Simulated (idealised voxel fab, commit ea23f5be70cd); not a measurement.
process module | voxel wiring stack
cross-section cut | 220 nm wide | cells 5 nm
A cross-section is a grid of square cells, given in bands from the top down. A band is one or more rows of cells.
Each band's line starts with the height of the band's top and of its bottom, in nm. Then come its materials from left to right, each with its width in nm. One material with "throughout" fills the band from edge to edge. "air" is empty space.
Height 0 is the level under which the wafer as received is all one material. The lowest band goes on downwards, as in "0 down".
A width such as "30 to 40" changes by the same amount from each row of cells to the next, from the band's top row to its bottom row.
"no change" after a step means that no cell of the cross-section changed.
closed voids: empty space of 8 cells or more with no open way to the top, each as width x height at its distance from the left edge, in nm
after a step's settings: what the simulator itself notes on the step
overlay nm, on a step with a mask: how far to the right of its planned place the mask lay; to the left if negative
plan
1 op RECEIVE | material Si
2 op CONFORMAL_DEP | material SiO2 | thk nm 10
3 op CONFORMAL_DEP | material SiN | thk nm 5
4 op DIRECTIONAL_DEP | material lowk | thk nm 15
5 op MASKED_ETCH | tone open | mask id METAL_1 | width nm 20 | pitch nm 50 | etch materials lowk | depth nm 15 | overlay nm 0
6 op MASKED_ETCH | tone open | mask id METAL_1 | width nm 20 | pitch nm 50 | etch materials SiN | depth nm 5 | overlay nm 0
7 op CONFORMAL_DEP | material TiN | thk nm 5
8 op FILL_DEP | material Cu | thk nm 5
9 op CMP | height nm 30
10 op CONFORMAL_DEP | material SiCN | thk nm 5
11 op DIRECTIONAL_DEP | material SiO2 | thk nm 10
12 op MASKED_ETCH | tone open | mask id PLUG_1 | width nm 15 | pitch nm 50 | etch materials SiO2 | depth nm 10 | overlay nm 0
13 op MASKED_ETCH | tone open | mask id PLUG_1 | width nm 15 | pitch nm 50 | etch materials SiCN | depth nm 5 | overlay nm -15
14 op EPI | material Ru | thk nm 10
15 op EPI | material Ru | thk nm 5
16 op DIRECTIONAL_DEP | material TiN | thk nm 5
17 op DIRECTIONAL_DEP | material Ru | thk nm 20
18 op DIRECTIONAL_DEP | material aC | thk nm 15
19 op PATTERN | tone cover | mask id METAL_2 | material resist | width nm 20 | pitch nm 50 | thk nm 30 | overlay nm 0
20 op DIRECTIONAL_ETCH | etch materials aC | depth nm 15
21 op STRIP | etch materials resist
22 op DIRECTIONAL_ETCH | etch materials Ru | depth nm 20
23 op DIRECTIONAL_ETCH | etch materials TiN | depth nm 5
24 op STRIP | etch materials aC
25 op CONFORMAL_DEP | material SiN | thk nm 5
26 op FILL_DEP | material lowk | thk nm 10
27 op CMP | height nm 70
28 op CONFORMAL_DEP | material SiCN | thk nm 5
29 op DIRECTIONAL_DEP | material SiO2 | thk nm 10
30 op PATTERN | tone open | mask id PLUG_2 | material resist | width nm 15 | pitch nm 50 | thk nm 15 | overlay nm 0
31 op DIRECTIONAL_ETCH | etch materials SiO2 | depth nm 10
32 op DIRECTIONAL_ETCH | etch materials SiCN | depth nm 5
33 op STRIP | etch materials resist
34 op EPI | material Ru | thk nm 10
35 op EPI | material Ru | thk nm 5
36 op CONFORMAL_DEP | material SiN | thk nm 5
37 op DIRECTIONAL_DEP | material SiO2 | thk nm 25
38 op PATTERN | tone open | mask id METAL_3 | material resist | width nm 20 | pitch nm 50 | thk nm 15 | overlay nm 0
39 op DIRECTIONAL_ETCH | etch materials SiO2 | depth nm 25
40 op DIRECTIONAL_ETCH | etch materials SiN | depth nm 5
41 op STRIP | etch materials resist
42 op CONFORMAL_DEP | material TiN | thk nm 5
43 op FILL_DEP | material Ru | thk nm 5
44 op CMP | height nm 115
45 op CONFORMAL_DEP | material SiCN | thk nm 5
varied across the wafers: overlay nm of step 13. The plan shows the first wafer's value. All wafers start alike
first wafer as received, after step 1
  0 down: Si throughout
  closed voids: none
first wafer at the end, after step 45
  120 to 115: SiCN throughout
  115 to 90: SiO2 75 | TiN 5 | Ru 10 | TiN 5 | SiO2 30 | TiN 5 | Ru 10 | TiN 5 | SiO2 75
  90 to 85: SiN 75 | TiN 20 | SiN 30 | TiN 20 | SiN 75
  85 to 75: SiO2 75 | SiN 5 | TiN 5 | SiN 5 | SiO2 35 | SiN 5 | TiN 5 | SiN 5 | SiO2 80
  75 to 70: SiCN 75 | SiN 5 | TiN 5 | SiN 5 | SiCN 35 | SiN 5 | TiN 5 | SiN 5 | SiCN 80
  70 to 60: lowk 85 to 70 | SiN 5 to 20 | Ru 5 | SiN 5 | lowk 35 to 20 | SiN 5 to 20 | Ru 5 | SiN 5 | lowk 70
  60 to 50: lowk 70 | SiN 5 | Ru 20 | SiN 5 | lowk 20 | SiN 5 | Ru 20 | SiN 5 | lowk 70
  50 to 45: SiN 75 | Ru 15 | TiN 5 | SiN 30 | Ru 15 | TiN 5 | SiN 75
  45 to 40: SiO2 75 | Ru 15 | SiO2 35 | Ru 15 | SiO2 80
  40 to 35: SiO2 75 | TiN 15 | SiO2 35 | TiN 15 | SiO2 80
  35 to 30: SiCN throughout
  30 to 15: lowk 75 | TiN 5 | Cu 10 | TiN 5 | lowk 30 | TiN 5 | Cu 10 | TiN 5 | lowk 75
  15 to 10: SiN 75 | TiN 20 | SiN 30 | TiN 20 | SiN 75
  10 to 0: SiO2 throughout
  0 down: Si throughout
  closed voids: none
last wafer at the end
  120 to 115: SiCN throughout
  115 to 90: SiO2 75 | TiN 5 | Ru 10 | TiN 5 | SiO2 30 | TiN 5 | Ru 10 | TiN 5 | SiO2 75
  90 to 85: SiN 75 | TiN 20 | SiN 30 | TiN 20 | SiN 75
  85 to 75: SiO2 75 | SiN 5 | TiN 5 | SiN 5 | SiO2 35 | SiN 5 | TiN 5 | SiN 5 | SiO2 80
  75 to 70: SiCN 75 | SiN 5 | TiN 5 | SiN 5 | SiCN 35 | SiN 5 | TiN 5 | SiN 5 | SiCN 80
  70 to 60: lowk 85 to 70 | SiN 5 to 20 | Ru 5 | SiN 5 | lowk 35 to 20 | SiN 5 to 20 | Ru 5 | SiN 5 | lowk 70
  60 to 50: lowk 70 | SiN 5 | Ru 20 | SiN 5 | lowk 20 | SiN 5 | Ru 20 | SiN 5 | lowk 70
  50 to 45: SiN 75 | Ru 15 | TiN 5 | SiN 30 | Ru 15 | TiN 5 | SiN 75
  45 to 40: SiO2 75 | Ru 15 | SiO2 35 | Ru 15 | SiO2 80
  40 to 35: SiO2 75 | TiN 15 | SiO2 35 | TiN 15 | SiO2 80
  35 to 30: SiCN throughout
  30 to 15: lowk 75 | TiN 5 | Cu 10 | TiN 5 | lowk 30 | TiN 5 | Cu 10 | TiN 5 | lowk 75
  15 to 10: SiN 75 | TiN 20 | SiN 30 | TiN 20 | SiN 75
  10 to 0: SiO2 throughout
  0 down: Si throughout
  closed voids: none
each wafer at the end: cells of each material gained (+) or lost (-) since it was received, then its closed voids
overlay nm -15 | +12 Cu | +52 Ru | +126 SiCN | +142 SiN | +420 SiO2 | +62 TiN | +242 lowk | closed voids: none
overlay nm -10 | +12 Cu | +84 Ru | +124 SiCN | +124 SiN | +420 SiO2 | +56 TiN | +236 lowk | closed voids: none
overlay nm -5 | +12 Cu | +86 Ru | +122 SiCN | +124 SiN | +420 SiO2 | +56 TiN | +236 lowk | closed voids: none
overlay nm 0 | +12 Cu | +88 Ru | +120 SiCN | +124 SiN | +420 SiO2 | +56 TiN | +236 lowk | closed voids: none
overlay nm 5 | +12 Cu | +86 Ru | +122 SiCN | +124 SiN | +420 SiO2 | +56 TiN | +236 lowk | closed voids: none
overlay nm 10 | +12 Cu | +84 Ru | +124 SiCN | +124 SiN | +420 SiO2 | +56 TiN | +236 lowk | closed voids: none
overlay nm 15 | +12 Cu | +52 Ru | +126 SiCN | +142 SiN | +420 SiO2 | +62 TiN | +242 lowk | closed voids: none
